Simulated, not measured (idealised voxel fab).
This is a process module. Its name is voxel air gaps.
210 nm wide, 5 nm square cells: that's cross-section cut.
A cross-section is written here as square cells arranged in a grid, and it is given in bands from the top down, each band taking up one or more rows of cells.
What a band's entry tells you: where the top is and where the bottom is, as heights in nm, and after that what lies inside, material by material from left to right, each with its width in nm. Empty space is written as the word "empty", and a single material marked with the word "everywhere" occupies the band from edge to edge.
It should be noted that heights are counted from 0, beneath which the wafer as supplied is of one material throughout, and that the lowest band possesses no lower boundary but continues downward, as written in "from 0 down".
Read "30 to 40" as a graded width: first number on top, second number at the bottom, same change between each pair of neighbouring rows.
The cross-section has no changed cell in any step marked "nothing different".
Listed in "Closed void register": every empty space of 8 or more cells without an open way to the top. Form: width x height at distance, the distance being from the left edge, all in nm.
That trailing text on a step's line, after the settings, is the simulator's own remark on the step.
overlay nm: for a step with a mask, the amount by which the mask lay right of where it was planned; a negative amount means left of it.
List of planned process steps
step 1: RECEIVE with material Si
step 2: CONFORMAL_DEP with material SiO2, thk nm 10
step 3: CONFORMAL_DEP with material SiCN, thk nm 5
step 4: DIRECTIONAL_DEP with material SiO2, thk nm 35
step 5: PATTERN with tone open, mask id LINES, material resist, width nm 15, pitch nm 40, thk nm 15, overlay nm 0
step 6: DIRECTIONAL_ETCH with etch materials SiO2, depth nm 35
step 7: STRIP with etch materials resist
step 8: CONFORMAL_DEP with material TiN, thk nm 5
step 9: FILL_DEP with material Cu, thk nm 10
step 10: CMP with height nm 50
step 11: EPI with material Ru, thk nm 10
step 12: SELECTIVE_ETCH with etch materials SiO2, depth nm 45
step 13: CONFORMAL_DEP with material SiCN, thk nm 5
First wafer, as planned
As-received wafer cross-section (after step 1)
	from 0 down | Si everywhere
	Closed void register: none
Cross-section of the wafer after step 2
	from 10 to 0 | SiO2 everywhere
	Everything below 0 is unchanged.
Cross-section of the wafer after step 3
	from 15 to 10 | SiCN everywhere
	Everything below 10 is unchanged.
Cross-section of the wafer after step 4
	from 50 to 15 | SiO2 everywhere
	Everything below 15 is unchanged.
Cross-section of the wafer after step 5
	from 65 to 50 | 55 nm resist  15 nm empty  25 nm resist  15 nm empty  25 nm resist  15 nm empty  60 nm resist
	Everything below 50 is unchanged.
Cross-section of the wafer after step 6
	from 65 to 50 | 55 nm resist  15 nm empty  25 nm resist  15 nm empty  25 nm resist  15 nm empty  60 nm resist
	from 50 to 15 | 55 nm SiO2  15 nm empty  25 nm SiO2  15 nm empty  25 nm SiO2  15 nm empty  60 nm SiO2
	Everything below 15 is unchanged.
Cross-section of the wafer after step 7
	from 50 to 15 | 55 nm SiO2  15 nm empty  25 nm SiO2  15 nm empty  25 nm SiO2  15 nm empty  60 nm SiO2
	Everything below 15 is unchanged.
Cross-section of the wafer after step 8
	from 55 to 50 | 60 nm TiN  5 nm empty  35 nm TiN  5 nm empty  35 nm TiN  5 nm empty  65 nm TiN
	from 50 to 20 | 55 nm SiO2  5 nm TiN  5 nm empty  5 nm TiN  25 nm SiO2  5 nm TiN  5 nm empty  5 nm TiN  25 nm SiO2  5 nm TiN  5 nm empty  5 nm TiN  60 nm SiO2
	from 20 to 15 | 55 nm SiO2  15 nm TiN  25 nm SiO2  15 nm TiN  25 nm SiO2  15 nm TiN  60 nm SiO2
	Everything below 15 is unchanged.
Cross-section of the wafer after step 9
	from 65 to 55 | Cu everywhere
	from 55 to 50 | 60 nm TiN  5 nm Cu  35 nm TiN  5 nm Cu  35 nm TiN  5 nm Cu  65 nm TiN
	from 50 to 20 | 55 nm SiO2  5 nm TiN  5 nm Cu  5 nm TiN  25 nm SiO2  5 nm TiN  5 nm Cu  5 nm TiN  25 nm SiO2  5 nm TiN  5 nm Cu  5 nm TiN  60 nm SiO2
	Everything below 20 is unchanged.
Cross-section of the wafer after step 10
	from 50 to 20 | 55 nm SiO2  5 nm TiN  5 nm Cu  5 nm TiN  25 nm SiO2  5 nm TiN  5 nm Cu  5 nm TiN  25 nm SiO2  5 nm TiN  5 nm Cu  5 nm TiN  60 nm SiO2
	Everything below 20 is unchanged.
Cross-section of the wafer after step 11
	from 60 to 50 | 45 nm empty  35 nm Ru  5 nm empty  35 nm Ru  5 nm empty  35 nm Ru  50 nm empty
	Everything below 50 is unchanged.
Cross-section of the wafer after step 12
	from 60 to 50 | 45 nm empty  35 nm Ru  5 nm empty  35 nm Ru  5 nm empty  35 nm Ru  50 nm empty
	from 50 to 20 | 55 nm empty  5 nm TiN  5 nm Cu  5 nm TiN  25 nm empty  5 nm TiN  5 nm Cu  5 nm TiN  25 nm empty  5 nm TiN  5 nm Cu  5 nm TiN  60 nm empty
	from 20 to 15 | 55 nm empty  15 nm TiN  25 nm empty  15 nm TiN  25 nm empty  15 nm TiN  60 nm empty
	Everything below 15 is unchanged.
Cross-section of the wafer after step 13
	from 65 to 60 | 40 nm empty  125 nm SiCN  45 nm empty
	from 60 to 50 | 40 nm empty  5 nm SiCN  35 nm Ru  5 nm SiCN  35 nm Ru  5 nm SiCN  35 nm Ru  5 nm SiCN  45 nm empty
	from 50 to 45 | 40 nm empty  15 nm SiCN  5 nm TiN  5 nm Cu  5 nm TiN  25 nm SiCN  5 nm TiN  5 nm Cu  5 nm TiN  25 nm SiCN  5 nm TiN  5 nm Cu  5 nm TiN  15 nm SiCN  45 nm empty
	from 45 to 20 | 50 nm empty  5 nm SiCN  5 nm TiN  5 nm Cu  5 nm TiN  5 nm SiCN  15 nm empty  5 nm SiCN  5 nm TiN  5 nm Cu  5 nm TiN  5 nm SiCN  15 nm empty  5 nm SiCN  5 nm TiN  5 nm Cu  5 nm TiN  5 nm SiCN  55 nm empty
	from 20 to 15 | 55 nm SiCN  15 nm TiN  25 nm SiCN  15 nm TiN  25 nm SiCN  15 nm TiN  60 nm SiCN
	Everything below 15 is unchanged.
	Closed void register: 15 x 25 at 75; 15 x 25 at 115
Okay, second wafer. Nothing different at the start, nothing different in the plan, just one mistake somewhere in the running. As far as step 10, counting that step, it's the first wafer all over again
Here is the second wafer in cross-section at the point where step 11 of the plan should have been done
	from 55 to 50 | 50 nm empty  25 nm Ru  15 nm empty  25 nm Ru  15 nm empty  25 nm Ru  55 nm empty
	Everything below 50 is unchanged.
Here is the second wafer in cross-section at the point where step 12 of the plan should have been done
	from 55 to 50 | 50 nm empty  25 nm Ru  15 nm empty  25 nm Ru  15 nm empty  25 nm Ru  55 nm empty
	from 50 to 20 | 55 nm empty  5 nm TiN  5 nm Cu  5 nm TiN  25 nm empty  5 nm TiN  5 nm Cu  5 nm TiN  25 nm empty  5 nm TiN  5 nm Cu  5 nm TiN  60 nm empty
	from 20 to 15 | 55 nm empty  15 nm TiN  25 nm empty  15 nm TiN  25 nm empty  15 nm TiN  60 nm empty
	Everything below 15 is unchanged.
Here is the second wafer in cross-section at the point where step 13 of the plan should have been done
	from 60 to 55 | 45 nm empty  35 nm SiCN  5 nm empty  35 nm SiCN  5 nm empty  35 nm SiCN  50 nm empty
	from 55 to 50 | 45 nm empty  5 nm SiCN  25 nm Ru  5 nm SiCN  5 nm empty  5 nm SiCN  25 nm Ru  5 nm SiCN  5 nm empty  5 nm SiCN  25 nm Ru  5 nm SiCN  50 nm empty
	from 50 to 45 | 45 nm empty  10 nm SiCN  5 nm TiN  5 nm Cu  5 nm TiN  10 nm SiCN  5 nm empty  10 nm SiCN  5 nm TiN  5 nm Cu  5 nm TiN  10 nm SiCN  5 nm empty  10 nm SiCN  5 nm TiN  5 nm Cu  5 nm TiN  10 nm SiCN  50 nm empty
	from 45 to 20 | 50 nm empty  5 nm SiCN  5 nm TiN  5 nm Cu  5 nm TiN  5 nm SiCN  15 nm empty  5 nm SiCN  5 nm TiN  5 nm Cu  5 nm TiN  5 nm SiCN  15 nm empty  5 nm SiCN  5 nm TiN  5 nm Cu  5 nm TiN  5 nm SiCN  55 nm empty
	from 20 to 15 | 55 nm SiCN  15 nm TiN  25 nm SiCN  15 nm TiN  25 nm SiCN  15 nm TiN  60 nm SiCN
	Everything below 15 is unchanged.
Want to know what went wrong? heads up, step 11 didn't go per plan, it actually ran as EPI with material Ru, thk nm 5
In the final state, the cell counts of the second wafer exceed or fall short of those of the first for the following materials: Ru -27 | SiCN -10
First wafer closed voids (final) = 2; second wafer closed voids (final) = 0.
